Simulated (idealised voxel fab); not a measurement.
This is a process module. Its name is voxel plated lines.
cross-section cut | 285 nm wide | cells 5 nm
Format of a cross-section: grid, square cells. Given as bands. Order: top down. Band: one or more rows of cells.
Band: top height; bottom height; in nm. Then, left to right: material with width in nm, for each material. "everywhere": a single material spanning edge to edge. "air": empty space.
Heads up on the height convention: 0 is the point under which the incoming wafer is all one material, and the lowest band has no bottom, it just keeps going down, like "0 down".
Width spec "30->40" -> top row of cells at first value, bottom row at second value, equal per-row change in between.
You'll sometimes find "no modifications" written for a step, and that's the way of saying that nowhere in the cross-section did a cell change during that step.
The entry titled "Closed void list" provides the empty spaces that have no open way to the top, restricted to those of 8 cells or more. Each is presented as width x height at distance, the distance being measured from the left edge, with all three in nm.
Formally, on a step line, whatever follows the settings is a remark that the simulator itself makes on the step.
Steps that use a mask can have "overlay nm" on their line. It says how far the mask sat to the right of where it was meant to be. Negative means to the left.

[Below is the list of planned process steps]
1: RECEIVE,material Si
2: CONFORMAL_DEP,material Al2O3,thk nm 5
3: DIRECTIONAL_DEP,material TiN,thk nm 5
4: PATTERN,tone open,mask id LINES,material resist,width nm 25,pitch nm 55,thk nm 25,overlay nm 0
5: EPI,material Ru,thk nm 10
6: EPI,material Ru,thk nm 10
7: STRIP,etch materials resist
8: DIRECTIONAL_ETCH,etch materials TiN,depth nm 5
9: CONFORMAL_DEP,material SiCN,thk nm 10

[Wafer at receipt (post step 1), cross-section]
- 0 down  Si everywhere
- Closed void list: none

[End state of the module in cross-section, given the above starting point and plan and one mistake in execution]
- 30 to 10  air (100), then Ru (25), then air (30), then Ru (25), then air (105)
- 10 to 5  air (100), then TiN (25), then air (30), then TiN (25), then air (105)
- 5 to 0  Al2O3 everywhere
- 0 down  Si everywhere
- Closed void list: none
Diagnosis: not run: step 9 of the plan (skipped)
